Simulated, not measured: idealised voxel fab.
Documented hereafter: the process module known as voxel wiring stack.
For reference, the cross-section in this document is cut, with width 160 nm and square cells of 5 nm.
Bands, listed from the top down, are how a cross-section gets written in this document; the cross-section itself is a grid of square cells, and a band is one or more rows of them.
Top height, bottom height, nm. Materials left to right, width each, nm. Single material + "throughout" = fills band edge to edge. "blank" = empty.
Note: height 0 marks the level under which the wafer is uniformly one material as received. Lowest band unbounded below, written "0 -> down".
Width spec "30 to 40" -> top row of cells at first value, bottom row at second value, equal per-row change in between.
Take "stayed the same" at face value: in the step it is given for, the cross-section changed in none of its cells.
Enclosed voids (no open way to top), threshold 8 cells or more, entry "Sealed voids", notation width x height at distance, distance from left edge, nm.
What comes after the settings on a step's line is commentary from the simulator itself on that step.
overlay nm: mask right of planned place by this much (step with mask). Neg. = left.

### These are the steps we planned for the process
1. RECEIVE: material Si
2. CONFORMAL_DEP: material SiO2, thk nm 15
3. DIRECTIONAL_DEP: material TiN, thk nm 5
4. DIRECTIONAL_DEP: material W, thk nm 15
5. DIRECTIONAL_DEP: material aC, thk nm 10
6. PATTERN: tone cover, mask id METAL_1, material resist, width nm 20, pitch nm 45, thk nm 25, overlay nm 0
7. DIRECTIONAL_ETCH: etch materials aC, depth nm 10
8. STRIP: etch materials resist
9. DIRECTIONAL_ETCH: etch materials W, depth nm 15
10. DIRECTIONAL_ETCH: etch materials TiN, depth nm 5
11. STRIP: etch materials aC
12. CONFORMAL_DEP: material SiN, thk nm 5
13. FILL_DEP: material lowk, thk nm 10
14. CMP: height nm 35
15. CONFORMAL_DEP: material SiCN, thk nm 5
16. DIRECTIONAL_DEP: material lowk, thk nm 20
17. PATTERN: tone open, mask id PLUG_1, material resist, width nm 15, thk nm 15, overlay nm 0
18. DIRECTIONAL_ETCH: etch materials lowk, depth nm 20
19. DIRECTIONAL_ETCH: etch materials SiCN, depth nm 5
20. STRIP: etch materials resist
21. CONFORMAL_DEP: material TiN, thk nm 5
22. FILL_DEP: material W, thk nm 5
23. CMP: height nm 60
24. CONFORMAL_DEP: material SiN, thk nm 5
25. DIRECTIONAL_DEP: material lowk, thk nm 20
26. PATTERN: tone open, mask id METAL_2, material resist, width nm 20, pitch nm 45, thk nm 15, overlay nm 0
27. DIRECTIONAL_ETCH: etch materials lowk, depth nm 20
28. DIRECTIONAL_ETCH: etch materials SiN, depth nm 5
29. STRIP: etch materials resist
30. CONFORMAL_DEP: material TiN, thk nm 5
31. FILL_DEP: material Ru, thk nm 5
32. CMP: height nm 85
33. CONFORMAL_DEP: material SiCN, thk nm 5
34. DIRECTIONAL_DEP: material lowk, thk nm 10
35. MASKED_ETCH: tone open, mask id PLUG_2, width nm 15, pitch nm 45, etch materials lowk, depth nm 10, overlay nm 0
36. MASKED_ETCH: tone open, mask id PLUG_2, width nm 15, pitch nm 45, etch materials SiCN, depth nm 5, overlay nm 0
37. EPI: material Ru, thk nm 10
38. EPI: material Ru, thk nm 5
39. CONFORMAL_DEP: material SiCN, thk nm 5
40. DIRECTIONAL_DEP: material SiO2, thk nm 20
41. PATTERN: tone open, mask id METAL_3, material resist, width nm 20, pitch nm 45, thk nm 20, overlay nm 0
42. DIRECTIONAL_ETCH: etch materials SiO2, depth nm 20
43. DIRECTIONAL_ETCH: etch materials SiCN, depth nm 5
44. STRIP: etch materials resist
45. CONFORMAL_DEP: material TiN, thk nm 5
46. FILL_DEP: material Cu, thk nm 5
47. CMP: height nm 125
48. EPI: material Ru, thk nm 5
49. FILL_DEP: material SiCN, thk nm 5

### Wafer cross-section on receipt, i.e. after step 1
  0 -> down | Si throughout
  Sealed voids: none

### Here's the cross-section of the first of our two wafers at the end of the module - it ran as planned
  135 -> 130 | SiCN throughout
  130 -> 125 | SiCN=40  Ru=30  SiCN=15  Ru=30  SiCN=45
  125 -> 105 | SiO2=45  TiN=5  Cu=10  TiN=5  SiO2=25  TiN=5  Cu=10  TiN=5  SiO2=50
  105 -> 100 | SiCN=45  TiN=20  SiCN=25  TiN=20  SiCN=50
  100 -> 90 | lowk=45  Ru=15  lowk=30  Ru=15  lowk=55
  90 -> 85 | SiCN=45  Ru=15  SiCN=30  Ru=15  SiCN=55
  85 -> 65 | lowk=45  TiN=5  Ru=10  TiN=5  lowk=25  TiN=5  Ru=10  TiN=5  lowk=50
  65 -> 60 | SiN=45  TiN=20  SiN=25  TiN=20  SiN=50
  60 -> 40 | lowk=45  TiN=5  W=5  TiN=5  lowk=100
  40 -> 35 | SiCN=45  TiN=15  SiCN=100
  35 -> 20 | lowk=40  SiN=5  W=20  SiN=5  lowk=15  SiN=5  W=20  SiN=5  lowk=45
  20 -> 15 | SiN=45  TiN=20  SiN=25  TiN=20  SiN=50
  15 -> 0 | SiO2 throughout
  0 -> down | Si throughout
  Sealed voids: none

### So this is wafer number two of the two, cut at the end of the module - it started where the first did and had the same plan, we just got one thing wrong running it
  135 -> 130 | Cu throughout
  130 -> 125 | Cu=40  Ru=30  Cu=15  Ru=30  Cu=45
  125 -> 105 | SiO2=45  TiN=5  Cu=10  TiN=5  SiO2=25  TiN=5  Cu=10  TiN=5  SiO2=50
  105 -> 100 | SiCN=45  TiN=20  SiCN=25  TiN=20  SiCN=50
  100 -> 90 | lowk=45  Ru=15  lowk=30  Ru=15  lowk=55
  90 -> 85 | SiCN=45  Ru=15  SiCN=30  Ru=15  SiCN=55
  85 -> 65 | lowk=45  TiN=5  Ru=10  TiN=5  lowk=25  TiN=5  Ru=10  TiN=5  lowk=50
  65 -> 60 | SiN=45  TiN=20  SiN=25  TiN=20  SiN=50
  60 -> 40 | lowk=45  TiN=5  W=5  TiN=5  lowk=100
  40 -> 35 | SiCN=45  TiN=15  SiCN=100
  35 -> 20 | lowk=40  SiN=5  W=20  SiN=5  lowk=15  SiN=5  W=20  SiN=5  lowk=45
  20 -> 15 | SiN=45  TiN=20  SiN=25  TiN=20  SiN=50
  15 -> 0 | SiO2 throughout
  0 -> down | Si throughout
  Sealed voids: none
Run error: step 49 deviated from plan and actually ran as FILL_DEP: material Cu, thk nm 5
Final cells, second wafer relative to first, materials higher or lower: Cu +52 | SiCN -52
